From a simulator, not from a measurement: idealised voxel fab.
Process module heading - voxel lift off
For reference, the cross-section in this document is cut, with width 250 nm and square cells of 5 nm.
Cross-section = grid of square cells, listed top down in bands; band = one or more rows. Per band: top height and bottom height in nm, followed by the left-to-right materials and their widths in nm; "all across" marks a single material spanning edge to edge, "empty" marks empty space. Counting heights begins at 0, where everything beneath is, in the wafer as received, one material. The lowest band has no bottom; it goes on downwards, as "z 0 and below" shows. Per-row width for "30..40": begins at first number (top row of band), ends at second number (bottom row), increment between rows held constant. "remains unaltered", as given for a step, is the statement that not any cell of the cross-section underwent a change during that step. Enclosed voids: empty space of 8 cells or more with no open way to the top, each as width x height at its distance from the left edge, in nm. It should be noted that, on the line of a given step, the content following the step's settings is a remark produced by the simulator itself with respect to that step. What "overlay nm" on a step's line means: if the step has a mask, that mask lay this far to the right of its planned place, or, when the value is negative, to the left.
### The following list gives the planned process steps
1,RECEIVE with material Si
2,CONFORMAL_DEP with material SiO2, thk nm 15
3,PATTERN with tone open, mask id LINES, material resist, width nm 15, pitch nm 30, thk nm 25, overlay nm 0
4,DIRECTIONAL_DEP with material Ru, thk nm 15
5,STRIP with etch materials resist
6,CONFORMAL_DEP with material SiCN, thk nm 5
### as received, after step 1
> z 0 and below: Si all across
> Enclosed voids: none
### End-of-module cross-section. Starting structure and process plan as above; one mistake made in running it
> z 35 to 30: 90 nm SiCN, then 5 nm empty, then 25 nm SiCN, then 5 nm empty, then 25 nm SiCN, then 5 nm empty, then 95 nm SiCN
> z 30 to 20: 85 nm Ru, then 5 nm SiCN, then 5 nm empty, then 5 nm SiCN, then 15 nm Ru, then 5 nm SiCN, then 5 nm empty, then 5 nm SiCN, then 15 nm Ru, then 5 nm SiCN, then 5 nm empty, then 5 nm SiCN, then 90 nm Ru
> z 20 to 15: 85 nm Ru, then 15 nm SiCN, then 15 nm Ru, then 15 nm SiCN, then 15 nm Ru, then 15 nm SiCN, then 90 nm Ru
> z 15 to 0: SiO2 all across
> z 0 and below: Si all across
> Enclosed voids: none
what went wrong: note that step 3 departed from the planned setting and was carried out as PATTERN with tone cover, mask id LINES, material resist, width nm 15, pitch nm 30, thk nm 25, overlay nm 0
